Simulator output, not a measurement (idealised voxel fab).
process module | voxel self aligned contacts
cross-section cut | 185 nm wide | cells 5 nm
A cross-section is a grid of square cells, given in bands from the top down. A band is one or more rows of cells.
Each band's line starts with the height of the band's top and of its bottom, in nm. Then come its materials from left to right, each with its width in nm. One material with "throughout" fills the band from edge to edge. "air" is empty space.
Height 0 is the level under which the wafer as received is all one material. The lowest band goes on downwards, as in "0 down".
A width such as "30 to 40" changes by the same amount from each row of cells to the next, from the band's top row to its bottom row.
"no change" after a step means that no cell of the cross-section changed.
closed voids: empty space of 8 cells or more with no open way to the top, each as width x height at its distance from the left edge, in nm
after a step's settings: what the simulator itself notes on the step
overlay nm, on a step with a mask: how far to the right of its planned place the mask lay; to the left if negative
plan
1 op RECEIVE | material Si
2 op CONFORMAL_DEP | material SiO2 | thk nm 5
3 op DIRECTIONAL_DEP | material polySi | thk nm 25
4 op DIRECTIONAL_DEP | material SiN | thk nm 25
5 op DIRECTIONAL_DEP | material aC | thk nm 15
6 op PATTERN | tone cover | mask id GATE | material resist | width nm 30 | pitch nm 75 | thk nm 30 | overlay nm 0
7 op DIRECTIONAL_ETCH | etch materials aC | depth nm 15
8 op STRIP | etch materials resist
9 op DIRECTIONAL_ETCH | etch materials SiN | depth nm 25
10 op DIRECTIONAL_ETCH | etch materials polySi | depth nm 25
11 op STRIP | etch materials aC
12 op CONFORMAL_DEP | material SiN | thk nm 10
13 op DIRECTIONAL_ETCH | etch materials SiN | depth nm 10
14 op FILL_DEP | material SiO2 | thk nm 15
15 op CMP | height nm 60
16 op MASKED_ETCH | tone open | mask id CONTACT | width nm 55 | etch materials SiO2 | depth nm 60 | overlay nm 0
17 op CONFORMAL_DEP | material TiN | thk nm 5
18 op FILL_DEP | material Ru | thk nm 10
19 op CMP | height nm 60
20 op CONFORMAL_DEP | material SiCN | thk nm 5
as received, after step 1
  0 down: Si throughout
  closed voids: none
a wafer at the end: this start, this plan, one mistake
  65 to 60: SiCN throughout
  60 to 50: SiO2 65 | TiN 5 to 20 | Ru 45 to 15 | TiN 5 to 20 | SiO2 65
  50 to 25: SiO2 30 | SiN 50 | TiN 5 | Ru 15 | TiN 5 | SiN 50 | SiO2 30
  25 to 5: SiO2 30 | SiN 10 | polySi 30 | SiN 10 | TiN 5 | Ru 15 | TiN 5 | SiN 10 | polySi 30 | SiN 10 | SiO2 30
  5 to 0: SiO2 30 | SiN 10 | polySi 30 | SiN 10 | TiN 25 | SiN 10 | polySi 30 | SiN 10 | SiO2 30
  0 down: Si throughout
  closed voids: none
what went wrong: step 2 was left out
